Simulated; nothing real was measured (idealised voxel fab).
process module | voxel wiring stack
cross-section cut | 260 nm wide | cells 5 nm
A cross-section is a grid of square cells, given in bands from the top down. A band is one or more rows of cells.
Each band's line starts with the height of the band's top and of its bottom, in nm. Then come its materials from left to right, each with its width in nm. One material with "throughout" fills the band from edge to edge. "air" is empty space.
Height 0 is the level under which the wafer as received is all one material. The lowest band goes on downwards, as in "0 down".
A width such as "30 to 40" changes by the same amount from each row of cells to the next, from the band's top row to its bottom row.
"no change" after a step means that no cell of the cross-section changed.
closed voids: empty space of 8 cells or more with no open way to the top, each as width x height at its distance from the left edge, in nm
after a step's settings: what the simulator itself notes on the step
overlay nm, on a step with a mask: how far to the right of its planned place the mask lay; to the left if negative
plan
1 op RECEIVE | material Si
2 op CONFORMAL_DEP | material SiO2 | thk nm 10
3 op DIRECTIONAL_DEP | material TiN | thk nm 5
4 op DIRECTIONAL_DEP | material Ru | thk nm 20
5 op PATTERN | tone cover | mask id METAL_1 | material resist | width nm 30 | pitch nm 50 | thk nm 20 | overlay nm 0
6 op DIRECTIONAL_ETCH | etch materials Ru | depth nm 20
7 op DIRECTIONAL_ETCH | etch materials TiN | depth nm 5
8 op STRIP | etch materials resist
9 op FILL_DEP | material SiO2 | thk nm 5
10 op CMP | height nm 35
11 op CONFORMAL_DEP | material SiCN | thk nm 5
12 op DIRECTIONAL_DEP | material SiO2 | thk nm 10
13 op DIRECTIONAL_DEP | material aC | thk nm 10
14 op PATTERN | tone open | mask id PLUG_1 | material resist | width nm 15 | pitch nm 50 | thk nm 25 | overlay nm 0
15 op DIRECTIONAL_ETCH | etch materials aC | depth nm 10
16 op STRIP | etch materials resist
17 op DIRECTIONAL_ETCH | etch materials SiO2 | depth nm 10
18 op DIRECTIONAL_ETCH | etch materials SiCN | depth nm 5
19 op STRIP | etch materials aC
20 op EPI | material Ru | thk nm 10
21 op EPI | material Ru | thk nm 5
22 op DIRECTIONAL_DEP | material TiN | thk nm 5
23 op DIRECTIONAL_DEP | material Ru | thk nm 25
24 op DIRECTIONAL_DEP | material aC | thk nm 10
25 op PATTERN | tone cover | mask id METAL_2 | material resist | width nm 30 | pitch nm 50 | thk nm 30 | overlay nm 0
26 op DIRECTIONAL_ETCH | etch materials aC | depth nm 10
27 op STRIP | etch materials resist
28 op DIRECTIONAL_ETCH | etch materials Ru | depth nm 25
29 op DIRECTIONAL_ETCH | etch materials TiN | depth nm 5
30 op STRIP | etch materials aC
31 op FILL_DEP | material SiO2 | thk nm 10
32 op CMP | height nm 80
33 op CONFORMAL_DEP | material SiCN | thk nm 5
34 op DIRECTIONAL_DEP | material lowk | thk nm 25
35 op DIRECTIONAL_DEP | material aC | thk nm 15
36 op PATTERN | tone open | mask id METAL_3_HOLES | material resist | width nm 15 | pitch nm 50 | thk nm 35 | overlay nm 0
37 op DIRECTIONAL_ETCH | etch materials aC | depth nm 15
38 op STRIP | etch materials resist
39 op DIRECTIONAL_ETCH | etch materials lowk | depth nm 25
40 op STRIP | etch materials aC
41 op DIRECTIONAL_DEP | material aC | thk nm 10
42 op PATTERN | tone open | mask id METAL_3 | material resist | width nm 30 | pitch nm 50 | thk nm 25 | overlay nm 0
43 op DIRECTIONAL_ETCH | etch materials aC | depth nm 10
44 op STRIP | etch materials resist
45 op DIRECTIONAL_ETCH | etch materials lowk | depth nm 15
46 op DIRECTIONAL_ETCH | etch materials SiCN | depth nm 5
47 op STRIP | etch materials aC
48 op CONFORMAL_DEP | material TiN | thk nm 5
49 op FILL_DEP | material Cu | thk nm 5
50 op CMP | height nm 110
51 op CONFORMAL_DEP | material SiCN | thk nm 5
52 op DIRECTIONAL_DEP | material SiO2 | thk nm 15
53 op DIRECTIONAL_DEP | material aC | thk nm 10
54 op PATTERN | tone open | mask id PLUG_3 | material resist | width nm 15 | pitch nm 50 | thk nm 25 | overlay nm 0
55 op DIRECTIONAL_ETCH | etch materials aC | depth nm 10
56 op STRIP | etch materials resist
57 op DIRECTIONAL_ETCH | etch materials SiO2 | depth nm 15
58 op DIRECTIONAL_ETCH | etch materials SiCN | depth nm 5
59 op STRIP | etch materials aC
60 op EPI | material Ru | thk nm 10
61 op EPI | material Ru | thk nm 10
62 op DIRECTIONAL_DEP | material TiN | thk nm 5
63 op DIRECTIONAL_DEP | material Ru | thk nm 20
64 op MASKED_ETCH | tone cover | mask id METAL_4 | width nm 30 | pitch nm 50 | etch materials Ru | depth nm 20 | overlay nm 0
65 op MASKED_ETCH | tone cover | mask id METAL_4 | width nm 30 | pitch nm 50 | etch materials TiN | depth nm 5 | overlay nm 0
66 op FILL_DEP | material SiO2 | thk nm 5
67 op CMP | height nm 155
68 op CONFORMAL_DEP | material SiCN | thk nm 5
first wafer, as planned
as received, after step 1
  0 down: Si throughout
  closed voids: none
after step 2
  10 to 0: SiO2 throughout
  below 0: unchanged
after step 3
  15 to 10: TiN throughout
  below 10: unchanged
after step 4
  35 to 15: Ru throughout
  below 15: unchanged
after step 5
  55 to 35: air 40 | resist 30 | air 20 | resist 30 | air 20 | resist 30 | air 20 | resist 30 | air 40
  below 35: unchanged
after step 6
  55 to 35: air 40 | resist 30 | air 20 | resist 30 | air 20 | resist 30 | air 20 | resist 30 | air 40
  35 to 15: air 40 | Ru 30 | air 20 | Ru 30 | air 20 | Ru 30 | air 20 | Ru 30 | air 40
  below 15: unchanged
after step 7
  55 to 35: air 40 | resist 30 | air 20 | resist 30 | air 20 | resist 30 | air 20 | resist 30 | air 40
  35 to 15: air 40 | Ru 30 | air 20 | Ru 30 | air 20 | Ru 30 | air 20 | Ru 30 | air 40
  15 to 10: air 40 | TiN 30 | air 20 | TiN 30 | air 20 | TiN 30 | air 20 | TiN 30 | air 40
  below 10: unchanged
after step 8
  35 to 15: air 40 | Ru 30 | air 20 | Ru 30 | air 20 | Ru 30 | air 20 | Ru 30 | air 40
  below 15: unchanged
after step 9
  40 to 35: SiO2 throughout
  35 to 15: SiO2 40 | Ru 30 | SiO2 20 | Ru 30 | SiO2 20 | Ru 30 | SiO2 20 | Ru 30 | SiO2 40
  15 to 10: SiO2 40 | TiN 30 | SiO2 20 | TiN 30 | SiO2 20 | TiN 30 | SiO2 20 | TiN 30 | SiO2 40
  below 10: unchanged
after step 10
  35 to 15: SiO2 40 | Ru 30 | SiO2 20 | Ru 30 | SiO2 20 | Ru 30 | SiO2 20 | Ru 30 | SiO2 40
  below 15: unchanged
after step 11
  40 to 35: SiCN throughout
  below 35: unchanged
after step 12
  50 to 40: SiO2 throughout
  below 40: unchanged
after step 13
  60 to 50: aC throughout
  below 50: unchanged
after step 14
  85 to 60: resist 40 | air 15 | resist 35 | air 15 | resist 35 | air 15 | resist 35 | air 15 | resist 55
  below 60: unchanged
after step 15
  75 to 60: resist 40 | air 15 | resist 35 | air 15 | resist 35 | air 15 | resist 35 | air 15 | resist 55
  60 to 50: aC 40 | air 15 | aC 35 | air 15 | aC 35 | air 15 | aC 35 | air 15 | aC 55
  below 50: unchanged
after step 16
  60 to 50: aC 40 | air 15 | aC 35 | air 15 | aC 35 | air 15 | aC 35 | air 15 | aC 55
  below 50: unchanged
after step 17
  60 to 50: aC 40 | air 15 | aC 35 | air 15 | aC 35 | air 15 | aC 35 | air 15 | aC 55
  50 to 40: SiO2 40 | air 15 | SiO2 35 | air 15 | SiO2 35 | air 15 | SiO2 35 | air 15 | SiO2 55
  below 40: unchanged
after step 18
  60 to 50: aC 40 | air 15 | aC 35 | air 15 | aC 35 | air 15 | aC 35 | air 15 | aC 55
  50 to 40: SiO2 40 | air 15 | SiO2 35 | air 15 | SiO2 35 | air 15 | SiO2 35 | air 15 | SiO2 55
  40 to 35: SiCN 40 | air 15 | SiCN 35 | air 15 | SiCN 35 | air 15 | SiCN 35 | air 15 | SiCN 55
  below 35: unchanged
after step 19
  50 to 40: SiO2 40 | air 15 | SiO2 35 | air 15 | SiO2 35 | air 15 | SiO2 35 | air 15 | SiO2 55
  below 40: unchanged
after step 20
  50 to 45: SiO2 40 | air 15 | SiO2 35 | air 15 | SiO2 35 | air 15 | SiO2 35 | air 15 | SiO2 55
  45 to 40: SiO2 40 | Ru 15 | SiO2 35 | Ru 15 | SiO2 35 | Ru 15 | SiO2 35 | Ru 15 | SiO2 55
  40 to 35: SiCN 40 | Ru 15 | SiCN 35 | Ru 15 | SiCN 35 | Ru 15 | SiCN 35 | Ru 15 | SiCN 55
  below 35: unchanged
after step 21
  50 to 40: SiO2 40 | Ru 15 | SiO2 35 | Ru 15 | SiO2 35 | Ru 15 | SiO2 35 | Ru 15 | SiO2 55
  below 40: unchanged
after step 22
  55 to 50: TiN throughout
  below 50: unchanged
after step 23
  80 to 55: Ru throughout
  below 55: unchanged
after step 24
  90 to 80: aC throughout
  below 80: unchanged
after step 25
  120 to 90: air 40 | resist 30 | air 20 | resist 30 | air 20 | resist 30 | air 20 | resist 30 | air 40
  below 90: unchanged
after step 26
  110 to 90: air 40 | resist 30 | air 20 | resist 30 | air 20 | resist 30 | air 20 | resist 30 | air 40
  90 to 80: air 40 | aC 30 | air 20 | aC 30 | air 20 | aC 30 | air 20 | aC 30 | air 40
  below 80: unchanged
after step 27
  90 to 80: air 40 | aC 30 | air 20 | aC 30 | air 20 | aC 30 | air 20 | aC 30 | air 40
  below 80: unchanged
after step 28
  90 to 80: air 40 | aC 30 | air 20 | aC 30 | air 20 | aC 30 | air 20 | aC 30 | air 40
  80 to 55: air 40 | Ru 30 | air 20 | Ru 30 | air 20 | Ru 30 | air 20 | Ru 30 | air 40
  below 55: unchanged
after step 29
  90 to 80: air 40 | aC 30 | air 20 | aC 30 | air 20 | aC 30 | air 20 | aC 30 | air 40
  80 to 55: air 40 | Ru 30 | air 20 | Ru 30 | air 20 | Ru 30 | air 20 | Ru 30 | air 40
  55 to 50: air 40 | TiN 30 | air 20 | TiN 30 | air 20 | TiN 30 | air 20 | TiN 30 | air 40
  below 50: unchanged
after step 30
  80 to 55: air 40 | Ru 30 | air 20 | Ru 30 | air 20 | Ru 30 | air 20 | Ru 30 | air 40
  below 55: unchanged
after step 31
  90 to 80: SiO2 throughout
  80 to 55: SiO2 40 | Ru 30 | SiO2 20 | Ru 30 | SiO2 20 | Ru 30 | SiO2 20 | Ru 30 | SiO2 40
  55 to 50: SiO2 40 | TiN 30 | SiO2 20 | TiN 30 | SiO2 20 | TiN 30 | SiO2 20 | TiN 30 | SiO2 40
  below 50: unchanged
after step 32
  80 to 55: SiO2 40 | Ru 30 | SiO2 20 | Ru 30 | SiO2 20 | Ru 30 | SiO2 20 | Ru 30 | SiO2 40
  below 55: unchanged
after step 33
  85 to 80: SiCN throughout
  below 80: unchanged
after step 34
  110 to 85: lowk throughout
  below 85: unchanged
after step 35
  125 to 110: aC throughout
  below 110: unchanged
after step 36
  160 to 125: resist 40 | air 15 | resist 35 | air 15 | resist 35 | air 15 | resist 35 | air 15 | resist 55
  below 125: unchanged
after step 37
  145 to 125: resist 40 | air 15 | resist 35 | air 15 | resist 35 | air 15 | resist 35 | air 15 | resist 55
  125 to 110: aC 40 | air 15 | aC 35 | air 15 | aC 35 | air 15 | aC 35 | air 15 | aC 55
  below 110: unchanged
after step 38
  125 to 110: aC 40 | air 15 | aC 35 | air 15 | aC 35 | air 15 | aC 35 | air 15 | aC 55
  below 110: unchanged
after step 39
  125 to 110: aC 40 | air 15 | aC 35 | air 15 | aC 35 | air 15 | aC 35 | air 15 | aC 55
  110 to 85: lowk 40 | air 15 | lowk 35 | air 15 | lowk 35 | air 15 | lowk 35 | air 15 | lowk 55
  below 85: unchanged
after step 40
  110 to 85: lowk 40 | air 15 | lowk 35 | air 15 | lowk 35 | air 15 | lowk 35 | air 15 | lowk 55
  below 85: unchanged
after step 41
  120 to 110: aC 40 | air 15 | aC 35 | air 15 | aC 35 | air 15 | aC 35 | air 15 | aC 55
  110 to 95: lowk 40 | air 15 | lowk 35 | air 15 | lowk 35 | air 15 | lowk 35 | air 15 | lowk 55
  95 to 85: lowk 40 | aC 15 | lowk 35 | aC 15 | lowk 35 | aC 15 | lowk 35 | aC 15 | lowk 55
  below 85: unchanged
after step 42
  145 to 120: resist 40 | air 30 | resist 20 | air 30 | resist 20 | air 30 | resist 20 | air 30 | resist 40
  below 120: unchanged
after step 43
  135 to 120: resist 40 | air 30 | resist 20 | air 30 | resist 20 | air 30 | resist 20 | air 30 | resist 40
  120 to 110: aC 40 | air 30 | aC 20 | air 30 | aC 20 | air 30 | aC 20 | air 30 | aC 40
  110 to 85: lowk 40 | air 15 | lowk 35 | air 15 | lowk 35 | air 15 | lowk 35 | air 15 | lowk 55
  below 85: unchanged
after step 44
  120 to 110: aC 40 | air 30 | aC 20 | air 30 | aC 20 | air 30 | aC 20 | air 30 | aC 40
  below 110: unchanged
after step 45
  120 to 110: aC 40 | air 30 | aC 20 | air 30 | aC 20 | air 30 | aC 20 | air 30 | aC 40
  110 to 95: lowk 40 | air 30 | lowk 20 | air 30 | lowk 20 | air 30 | lowk 20 | air 30 | lowk 40
  below 95: unchanged
after step 46
  120 to 110: aC 40 | air 30 | aC 20 | air 30 | aC 20 | air 30 | aC 20 | air 30 | aC 40
  110 to 95: lowk 40 | air 30 | lowk 20 | air 30 | lowk 20 | air 30 | lowk 20 | air 30 | lowk 40
  95 to 85: lowk 40 | air 15 | lowk 35 | air 15 | lowk 35 | air 15 | lowk 35 | air 15 | lowk 55
  85 to 80: SiCN 40 | air 15 | SiCN 35 | air 15 | SiCN 35 | air 15 | SiCN 35 | air 15 | SiCN 55
  below 80: unchanged
after step 47
  110 to 95: lowk 40 | air 30 | lowk 20 | air 30 | lowk 20 | air 30 | lowk 20 | air 30 | lowk 40
  below 95: unchanged
after step 48
  115 to 110: TiN 45 | air 20 | TiN 30 | air 20 | TiN 30 | air 20 | TiN 30 | air 20 | TiN 45
  110 to 100: lowk 40 | TiN 5 | air 20 | TiN 5 | lowk 20 | TiN 5 | air 20 | TiN 5 | lowk 20 | TiN 5 | air 20 | TiN 5 | lowk 20 | TiN 5 | air 20 | TiN 5 | lowk 40
  100 to 95: lowk 40 | TiN 5 | air 5 | TiN 20 | lowk 20 | TiN 5 | air 5 | TiN 20 | lowk 20 | TiN 5 | air 5 | TiN 20 | lowk 20 | TiN 5 | air 5 | TiN 20 | lowk 40
  95 to 85: lowk 40 | TiN 5 | air 5 | TiN 5 | lowk 35 | TiN 5 | air 5 | TiN 5 | lowk 35 | TiN 5 | air 5 | TiN 5 | lowk 35 | TiN 5 | air 5 | TiN 5 | lowk 55
  85 to 80: SiCN 40 | TiN 15 | SiCN 35 | TiN 15 | SiCN 35 | TiN 15 | SiCN 35 | TiN 15 | SiCN 55
  below 80: unchanged
after step 49
  120 to 115: Cu throughout
  115 to 110: TiN 45 | Cu 20 | TiN 30 | Cu 20 | TiN 30 | Cu 20 | TiN 30 | Cu 20 | TiN 45
  110 to 100: lowk 40 | TiN 5 | Cu 20 | TiN 5 | lowk 20 | TiN 5 | Cu 20 | TiN 5 | lowk 20 | TiN 5 | Cu 20 | TiN 5 | lowk 20 | TiN 5 | Cu 20 | TiN 5 | lowk 40
  100 to 95: lowk 40 | TiN 5 | Cu 5 | TiN 20 | lowk 20 | TiN 5 | Cu 5 | TiN 20 | lowk 20 | TiN 5 | Cu 5 | TiN 20 | lowk 20 | TiN 5 | Cu 5 | TiN 20 | lowk 40
  95 to 85: lowk 40 | TiN 5 | Cu 5 | TiN 5 | lowk 35 | TiN 5 | Cu 5 | TiN 5 | lowk 35 | TiN 5 | Cu 5 | TiN 5 | lowk 35 | TiN 5 | Cu 5 | TiN 5 | lowk 55
  below 85: unchanged
after step 50
  110 to 100: lowk 40 | TiN 5 | Cu 20 | TiN 5 | lowk 20 | TiN 5 | Cu 20 | TiN 5 | lowk 20 | TiN 5 | Cu 20 | TiN 5 | lowk 20 | TiN 5 | Cu 20 | TiN 5 | lowk 40
  below 100: unchanged
after step 51
  115 to 110: SiCN throughout
  below 110: unchanged
after step 52
  130 to 115: SiO2 throughout
  below 115: unchanged
after step 53
  140 to 130: aC throughout
  below 130: unchanged
after step 54
  165 to 140: resist 40 | air 15 | resist 35 | air 15 | resist 35 | air 15 | resist 35 | air 15 | resist 55
  below 140: unchanged
after step 55
  155 to 140: resist 40 | air 15 | resist 35 | air 15 | resist 35 | air 15 | resist 35 | air 15 | resist 55
  140 to 130: aC 40 | air 15 | aC 35 | air 15 | aC 35 | air 15 | aC 35 | air 15 | aC 55
  below 130: unchanged
after step 56
  140 to 130: aC 40 | air 15 | aC 35 | air 15 | aC 35 | air 15 | aC 35 | air 15 | aC 55
  below 130: unchanged
after step 57
  140 to 130: aC 40 | air 15 | aC 35 | air 15 | aC 35 | air 15 | aC 35 | air 15 | aC 55
  130 to 115: SiO2 40 | air 15 | SiO2 35 | air 15 | SiO2 35 | air 15 | SiO2 35 | air 15 | SiO2 55
  below 115: unchanged
after step 58
  140 to 130: aC 40 | air 15 | aC 35 | air 15 | aC 35 | air 15 | aC 35 | air 15 | aC 55
  130 to 115: SiO2 40 | air 15 | SiO2 35 | air 15 | SiO2 35 | air 15 | SiO2 35 | air 15 | SiO2 55
  115 to 110: SiCN 40 | air 15 | SiCN 35 | air 15 | SiCN 35 | air 15 | SiCN 35 | air 15 | SiCN 55
  below 110: unchanged
after step 59
  130 to 115: SiO2 40 | air 15 | SiO2 35 | air 15 | SiO2 35 | air 15 | SiO2 35 | air 15 | SiO2 55
  below 115: unchanged
after step 60
  130 to 120: SiO2 40 | air 15 | SiO2 35 | air 15 | SiO2 35 | air 15 | SiO2 35 | air 15 | SiO2 55
  120 to 115: SiO2 40 | Ru 15 | SiO2 35 | Ru 15 | SiO2 35 | Ru 15 | SiO2 35 | Ru 15 | SiO2 55
  115 to 110: SiCN 40 | Ru 15 | SiCN 35 | Ru 15 | SiCN 35 | Ru 15 | SiCN 35 | Ru 15 | SiCN 55
  below 110: unchanged
after step 61
  130 to 115: SiO2 40 | Ru 15 | SiO2 35 | Ru 15 | SiO2 35 | Ru 15 | SiO2 35 | Ru 15 | SiO2 55
  below 115: unchanged
after step 62
  135 to 130: TiN throughout
  below 130: unchanged
after step 63
  155 to 135: Ru throughout
  below 135: unchanged
after step 64
  155 to 135: air 40 | Ru 30 | air 20 | Ru 30 | air 20 | Ru 30 | air 20 | Ru 30 | air 40
  below 135: unchanged
after step 65
  155 to 135: air 40 | Ru 30 | air 20 | Ru 30 | air 20 | Ru 30 | air 20 | Ru 30 | air 40
  135 to 130: air 40 | TiN 30 | air 20 | TiN 30 | air 20 | TiN 30 | air 20 | TiN 30 | air 40
  below 130: unchanged
after step 66
  160 to 155: SiO2 throughout
  155 to 135: SiO2 40 | Ru 30 | SiO2 20 | Ru 30 | SiO2 20 | Ru 30 | SiO2 20 | Ru 30 | SiO2 40
  135 to 130: SiO2 40 | TiN 30 | SiO2 20 | TiN 30 | SiO2 20 | TiN 30 | SiO2 20 | TiN 30 | SiO2 40
  below 130: unchanged
after step 67
  155 to 135: SiO2 40 | Ru 30 | SiO2 20 | Ru 30 | SiO2 20 | Ru 30 | SiO2 20 | Ru 30 | SiO2 40
  below 135: unchanged
after step 68
  160 to 155: SiCN throughout
  below 155: unchanged
second wafer: like start, like plan, one mistake. Through step 21 it matches the first wafer
when step 22 should have ended
  75 to 50: Ru throughout
  below 50: unchanged
when step 23 should have ended
  80 to 75: TiN throughout
  below 75: unchanged
when step 24 should have ended
  90 to 80: aC throughout
  below 80: unchanged
when step 25 should have ended
  120 to 90: air 40 | resist 30 | air 20 | resist 30 | air 20 | resist 30 | air 20 | resist 30 | air 40
  below 90: unchanged
when step 26 should have ended
  110 to 90: air 40 | resist 30 | air 20 | resist 30 | air 20 | resist 30 | air 20 | resist 30 | air 40
  90 to 80: air 40 | aC 30 | air 20 | aC 30 | air 20 | aC 30 | air 20 | aC 30 | air 40
  below 80: unchanged
when step 27 should have ended
  90 to 80: air 40 | aC 30 | air 20 | aC 30 | air 20 | aC 30 | air 20 | aC 30 | air 40
  below 80: unchanged
when step 28 should have ended: no change
when step 29 should have ended
  90 to 80: air 40 | aC 30 | air 20 | aC 30 | air 20 | aC 30 | air 20 | aC 30 | air 40
  80 to 75: air 40 | TiN 30 | air 20 | TiN 30 | air 20 | TiN 30 | air 20 | TiN 30 | air 40
  below 75: unchanged
when step 30 should have ended
  80 to 75: air 40 | TiN 30 | air 20 | TiN 30 | air 20 | TiN 30 | air 20 | TiN 30 | air 40
  below 75: unchanged
when step 31 should have ended
  90 to 80: SiO2 throughout
  80 to 75: SiO2 40 | TiN 30 | SiO2 20 | TiN 30 | SiO2 20 | TiN 30 | SiO2 20 | TiN 30 | SiO2 40
  below 75: unchanged
when step 32 should have ended
  80 to 75: SiO2 40 | TiN 30 | SiO2 20 | TiN 30 | SiO2 20 | TiN 30 | SiO2 20 | TiN 30 | SiO2 40
  below 75: unchanged
when step 33 should have ended
  85 to 80: SiCN throughout
  below 80: unchanged
when step 34 should have ended
  110 to 85: lowk throughout
  below 85: unchanged
when step 35 should have ended
  125 to 110: aC throughout
  below 110: unchanged
when step 36 should have ended
  160 to 125: resist 40 | air 15 | resist 35 | air 15 | resist 35 | air 15 | resist 35 | air 15 | resist 55
  below 125: unchanged
when step 37 should have ended
  145 to 125: resist 40 | air 15 | resist 35 | air 15 | resist 35 | air 15 | resist 35 | air 15 | resist 55
  125 to 110: aC 40 | air 15 | aC 35 | air 15 | aC 35 | air 15 | aC 35 | air 15 | aC 55
  below 110: unchanged
when step 38 should have ended
  125 to 110: aC 40 | air 15 | aC 35 | air 15 | aC 35 | air 15 | aC 35 | air 15 | aC 55
  below 110: unchanged
when step 39 should have ended
  125 to 110: aC 40 | air 15 | aC 35 | air 15 | aC 35 | air 15 | aC 35 | air 15 | aC 55
  110 to 85: lowk 40 | air 15 | lowk 35 | air 15 | lowk 35 | air 15 | lowk 35 | air 15 | lowk 55
  below 85: unchanged
when step 40 should have ended
  110 to 85: lowk 40 | air 15 | lowk 35 | air 15 | lowk 35 | air 15 | lowk 35 | air 15 | lowk 55
  below 85: unchanged
when step 41 should have ended
  120 to 110: aC 40 | air 15 | aC 35 | air 15 | aC 35 | air 15 | aC 35 | air 15 | aC 55
  110 to 95: lowk 40 | air 15 | lowk 35 | air 15 | lowk 35 | air 15 | lowk 35 | air 15 | lowk 55
  95 to 85: lowk 40 | aC 15 | lowk 35 | aC 15 | lowk 35 | aC 15 | lowk 35 | aC 15 | lowk 55
  below 85: unchanged
when step 42 should have ended
  145 to 120: resist 40 | air 30 | resist 20 | air 30 | resist 20 | air 30 | resist 20 | air 30 | resist 40
  below 120: unchanged
when step 43 should have ended
  135 to 120: resist 40 | air 30 | resist 20 | air 30 | resist 20 | air 30 | resist 20 | air 30 | resist 40
  120 to 110: aC 40 | air 30 | aC 20 | air 30 | aC 20 | air 30 | aC 20 | air 30 | aC 40
  110 to 85: lowk 40 | air 15 | lowk 35 | air 15 | lowk 35 | air 15 | lowk 35 | air 15 | lowk 55
  below 85: unchanged
when step 44 should have ended
  120 to 110: aC 40 | air 30 | aC 20 | air 30 | aC 20 | air 30 | aC 20 | air 30 | aC 40
  below 110: unchanged
when step 45 should have ended
  120 to 110: aC 40 | air 30 | aC 20 | air 30 | aC 20 | air 30 | aC 20 | air 30 | aC 40
  110 to 95: lowk 40 | air 30 | lowk 20 | air 30 | lowk 20 | air 30 | lowk 20 | air 30 | lowk 40
  below 95: unchanged
when step 46 should have ended
  120 to 110: aC 40 | air 30 | aC 20 | air 30 | aC 20 | air 30 | aC 20 | air 30 | aC 40
  110 to 95: lowk 40 | air 30 | lowk 20 | air 30 | lowk 20 | air 30 | lowk 20 | air 30 | lowk 40
  95 to 85: lowk 40 | air 15 | lowk 35 | air 15 | lowk 35 | air 15 | lowk 35 | air 15 | lowk 55
  85 to 80: SiCN 40 | air 15 | SiCN 35 | air 15 | SiCN 35 | air 15 | SiCN 35 | air 15 | SiCN 55
  below 80: unchanged
when step 47 should have ended
  110 to 95: lowk 40 | air 30 | lowk 20 | air 30 | lowk 20 | air 30 | lowk 20 | air 30 | lowk 40
  below 95: unchanged
when step 48 should have ended
  115 to 110: TiN 45 | air 20 | TiN 30 | air 20 | TiN 30 | air 20 | TiN 30 | air 20 | TiN 45
  110 to 100: lowk 40 | TiN 5 | air 20 | TiN 5 | lowk 20 | TiN 5 | air 20 | TiN 5 | lowk 20 | TiN 5 | air 20 | TiN 5 | lowk 20 | TiN 5 | air 20 | TiN 5 | lowk 40
  100 to 95: lowk 40 | TiN 5 | air 5 | TiN 20 | lowk 20 | TiN 5 | air 5 | TiN 20 | lowk 20 | TiN 5 | air 5 | TiN 20 | lowk 20 | TiN 5 | air 5 | TiN 20 | lowk 40
  95 to 85: lowk 40 | TiN 5 | air 5 | TiN 5 | lowk 35 | TiN 5 | air 5 | TiN 5 | lowk 35 | TiN 5 | air 5 | TiN 5 | lowk 35 | TiN 5 | air 5 | TiN 5 | lowk 55
  85 to 80: SiCN 40 | TiN 15 | SiCN 35 | TiN 15 | SiCN 35 | TiN 15 | SiCN 35 | TiN 15 | SiCN 55
  below 80: unchanged
when step 49 should have ended
  120 to 115: Cu throughout
  115 to 110: TiN 45 | Cu 20 | TiN 30 | Cu 20 | TiN 30 | Cu 20 | TiN 30 | Cu 20 | TiN 45
  110 to 100: lowk 40 | TiN 5 | Cu 20 | TiN 5 | lowk 20 | TiN 5 | Cu 20 | TiN 5 | lowk 20 | TiN 5 | Cu 20 | TiN 5 | lowk 20 | TiN 5 | Cu 20 | TiN 5 | lowk 40
  100 to 95: lowk 40 | TiN 5 | Cu 5 | TiN 20 | lowk 20 | TiN 5 | Cu 5 | TiN 20 | lowk 20 | TiN 5 | Cu 5 | TiN 20 | lowk 20 | TiN 5 | Cu 5 | TiN 20 | lowk 40
  95 to 85: lowk 40 | TiN 5 | Cu 5 | TiN 5 | lowk 35 | TiN 5 | Cu 5 | TiN 5 | lowk 35 | TiN 5 | Cu 5 | TiN 5 | lowk 35 | TiN 5 | Cu 5 | TiN 5 | lowk 55
  below 85: unchanged
when step 50 should have ended
  110 to 100: lowk 40 | TiN 5 | Cu 20 | TiN 5 | lowk 20 | TiN 5 | Cu 20 | TiN 5 | lowk 20 | TiN 5 | Cu 20 | TiN 5 | lowk 20 | TiN 5 | Cu 20 | TiN 5 | lowk 40
  below 100: unchanged
when step 51 should have ended
  115 to 110: SiCN throughout
  below 110: unchanged
when step 52 should have ended
  130 to 115: SiO2 throughout
  below 115: unchanged
when step 53 should have ended
  140 to 130: aC throughout
  below 130: unchanged
when step 54 should have ended
  165 to 140: resist 40 | air 15 | resist 35 | air 15 | resist 35 | air 15 | resist 35 | air 15 | resist 55
  below 140: unchanged
when step 55 should have ended
  155 to 140: resist 40 | air 15 | resist 35 | air 15 | resist 35 | air 15 | resist 35 | air 15 | resist 55
  140 to 130: aC 40 | air 15 | aC 35 | air 15 | aC 35 | air 15 | aC 35 | air 15 | aC 55
  below 130: unchanged
when step 56 should have ended
  140 to 130: aC 40 | air 15 | aC 35 | air 15 | aC 35 | air 15 | aC 35 | air 15 | aC 55
  below 130: unchanged
when step 57 should have ended
  140 to 130: aC 40 | air 15 | aC 35 | air 15 | aC 35 | air 15 | aC 35 | air 15 | aC 55
  130 to 115: SiO2 40 | air 15 | SiO2 35 | air 15 | SiO2 35 | air 15 | SiO2 35 | air 15 | SiO2 55
  below 115: unchanged
when step 58 should have ended
  140 to 130: aC 40 | air 15 | aC 35 | air 15 | aC 35 | air 15 | aC 35 | air 15 | aC 55
  130 to 115: SiO2 40 | air 15 | SiO2 35 | air 15 | SiO2 35 | air 15 | SiO2 35 | air 15 | SiO2 55
  115 to 110: SiCN 40 | air 15 | SiCN 35 | air 15 | SiCN 35 | air 15 | SiCN 35 | air 15 | SiCN 55
  below 110: unchanged
when step 59 should have ended
  130 to 115: SiO2 40 | air 15 | SiO2 35 | air 15 | SiO2 35 | air 15 | SiO2 35 | air 15 | SiO2 55
  below 115: unchanged
when step 60 should have ended
  130 to 120: SiO2 40 | air 15 | SiO2 35 | air 15 | SiO2 35 | air 15 | SiO2 35 | air 15 | SiO2 55
  120 to 115: SiO2 40 | Ru 15 | SiO2 35 | Ru 15 | SiO2 35 | Ru 15 | SiO2 35 | Ru 15 | SiO2 55
  115 to 110: SiCN 40 | Ru 15 | SiCN 35 | Ru 15 | SiCN 35 | Ru 15 | SiCN 35 | Ru 15 | SiCN 55
  below 110: unchanged
when step 61 should have ended
  130 to 115: SiO2 40 | Ru 15 | SiO2 35 | Ru 15 | SiO2 35 | Ru 15 | SiO2 35 | Ru 15 | SiO2 55
  below 115: unchanged
when step 62 should have ended
  135 to 130: TiN throughout
  below 130: unchanged
when step 63 should have ended
  155 to 135: Ru throughout
  below 135: unchanged
when step 64 should have ended
  155 to 135: air 40 | Ru 30 | air 20 | Ru 30 | air 20 | Ru 30 | air 20 | Ru 30 | air 40
  below 135: unchanged
when step 65 should have ended
  155 to 135: air 40 | Ru 30 | air 20 | Ru 30 | air 20 | Ru 30 | air 20 | Ru 30 | air 40
  135 to 130: air 40 | TiN 30 | air 20 | TiN 30 | air 20 | TiN 30 | air 20 | TiN 30 | air 40
  below 130: unchanged
when step 66 should have ended
  160 to 155: SiO2 throughout
  155 to 135: SiO2 40 | Ru 30 | SiO2 20 | Ru 30 | SiO2 20 | Ru 30 | SiO2 20 | Ru 30 | SiO2 40
  135 to 130: SiO2 40 | TiN 30 | SiO2 20 | TiN 30 | SiO2 20 | TiN 30 | SiO2 20 | TiN 30 | SiO2 40
  below 130: unchanged
when step 67 should have ended
  155 to 135: SiO2 40 | Ru 30 | SiO2 20 | Ru 30 | SiO2 20 | Ru 30 | SiO2 20 | Ru 30 | SiO2 40
  below 135: unchanged
when step 68 should have ended
  160 to 155: SiCN throughout
  below 155: unchanged
what went wrong: steps 22 and 23 were swapped
at the end the second wafer has, in cells: 140 more of Ru | 140 fewer of SiO2
